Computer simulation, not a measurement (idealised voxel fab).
The document below concerns the process module designated voxel tone inversion.
We display cut, a cross-section 270 nm in width whose square cells are each 5 nm.
This document writes a cross-section as a grid whose cells are square, and gives it as bands, listed from the top down; one or more rows of cells form a band.
Heights first: top, then bottom, in nm. Then materials, left to right, each with a width in nm. "throughout" on a single material: fills the band edge to edge. "blank": empty space.
Measure heights from 0. That's the level where, below it, the as-received wafer is all one material. The lowest band is bottomless and extends downward; write it as in "0..down".
The two numbers in a width such as "30->40" mark its ends across the band: the first belongs to the top row of cells, the second to the bottom row, and from each row to the next the width moves by the same amount.
The designation "everything unchanged", where it is given for a processing step, indicates that no cell of the cross-section was altered in the course of that step.
"Sealed void inventory" enumerates empty spaces isolated from the top, with no open way to it, that contain at least 8 cells, giving each as width x height at distance from the left edge, all three in nm.
Formally, on a step line, whatever follows the settings is a remark that the simulator itself makes on the step.
The setting "overlay nm" may be written on the line of a step. When the step uses a mask, the value reports how far to the right of the planned place the mask lay, and a negative value reports that it lay to the left.

## plan
1) RECEIVE (material Si)
2) CONFORMAL_DEP (material SiCN; thk nm 5)
3) DIRECTIONAL_DEP (material aC; thk nm 25)
4) PATTERN (tone cover; mask id POSTS; material resist; width nm 25; pitch nm 45; thk nm 35; overlay nm 0)
5) DIRECTIONAL_ETCH (etch materials aC; depth nm 25)
6) STRIP (etch materials resist)
7) FILL_DEP (material lowk; thk nm 5)
8) CMP (height nm 30)
9) STRIP (etch materials aC)

## as received, after step 1
* 0..down  Si throughout
* Sealed void inventory: none

## Cross-sectional result after module completion. Note: starting condition and plan are unchanged from above; one processing mistake was made
* 30..5  blank: 100  lowk: 25  blank: 20  lowk: 25  blank: 100
* 5..0  SiCN throughout
* 0..down  Si throughout
* Sealed void inventory: none
Want to know what went wrong? step 4 went in with a setting other than planned; the actual run was PATTERN (tone open; mask id POSTS; material resist; width nm 25; pitch nm 45; thk nm 35; overlay nm 0)
